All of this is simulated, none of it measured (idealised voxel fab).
process module | voxel self aligned contacts
cross-section cut | 265 nm wide | cells 5 nm
A cross-section is a grid of square cells, given in bands from the top down. A band is one or more rows of cells.
Each band's line starts with the height of the band's top and of its bottom, in nm. Then come its materials from left to right, each with its width in nm. One material with "throughout" fills the band from edge to edge. "air" is empty space.
Height 0 is the level under which the wafer as received is all one material. The lowest band goes on downwards, as in "0 down".
A width such as "30 to 40" changes by the same amount from each row of cells to the next, from the band's top row to its bottom row.
"no change" after a step means that no cell of the cross-section changed.
closed voids: empty space of 8 cells or more with no open way to the top, each as width x height at its distance from the left edge, in nm
after a step's settings: what the simulator itself notes on the step
overlay nm, on a step with a mask: how far to the right of its planned place the mask lay; to the left if negative
plan
1 op RECEIVE | material Si
2 op OXIDIZE | depth nm 5
3 op DIRECTIONAL_DEP | material polySi | thk nm 30
4 op DIRECTIONAL_DEP | material SiN | thk nm 20
5 op DIRECTIONAL_DEP | material aC | thk nm 15
6 op PATTERN | tone cover | mask id GATE | material resist | width nm 35 | pitch nm 70 | thk nm 30 | overlay nm 0
7 op DIRECTIONAL_ETCH | etch materials aC | depth nm 15
8 op STRIP | etch materials resist
9 op DIRECTIONAL_ETCH | etch materials SiN | depth nm 20
10 op DIRECTIONAL_ETCH | etch materials polySi | depth nm 30
11 op STRIP | etch materials aC
12 op CONFORMAL_DEP | material SiN | thk nm 5
13 op DIRECTIONAL_ETCH | etch materials SiN | depth nm 5
14 op FILL_DEP | material SiO2 | thk nm 10
15 op CMP | height nm 55
16 op PATTERN | tone open | mask id CONTACT | material resist | width nm 55 | thk nm 15 | overlay nm 0
17 op DIRECTIONAL_ETCH | etch materials SiO2 | depth nm 60
18 op STRIP | etch materials resist
19 op CONFORMAL_DEP | material TiN | thk nm 5
20 op FILL_DEP | material Ru | thk nm 10
21 op CMP | height nm 55
22 op CONFORMAL_DEP | material SiN | thk nm 5
as received, after step 1
  0 down: Si throughout
  closed voids: none
first wafer at the end, as planned
  60 to 55: SiN throughout
  55 to 50: SiO2 105 | TiN 20 | Ru 15 | TiN 20 | SiO2 105
  50 to 30: SiO2 75 | SiN 45 | TiN 5 | Ru 15 | TiN 5 | SiN 45 | SiO2 75
  30 to 0: SiO2 75 | SiN 5 | polySi 35 | SiN 5 | TiN 5 | Ru 15 | TiN 5 | SiN 5 | polySi 35 | SiN 5 | SiO2 75
  0 to -5: SiO2 120 | TiN 25 | SiO2 120
  -5 down: Si throughout
  closed voids: none
second wafer at the end: like start, like plan, one mistake
  60 to 55: SiN throughout
  55 to 35: SiO2 75 | SiN 5 | polySi 35 | SiN 5 | TiN 5 | Ru 15 | TiN 5 | SiN 5 | polySi 35 | SiN 5 | SiO2 75
  35 to 30: SiO2 75 | SiN 5 | polySi 35 | SiN 5 | TiN 25 | SiN 5 | polySi 35 | SiN 5 | SiO2 75
  30 to 0: polySi throughout
  0 to -5: SiO2 throughout
  -5 down: Si throughout
  closed voids: none
what went wrong: step 3 was run twice
at the end the second wafer has, in cells: 21 fewer of Ru | 76 fewer of SiN | 187 fewer of SiO2 | 20 fewer of TiN | 304 more of polySi
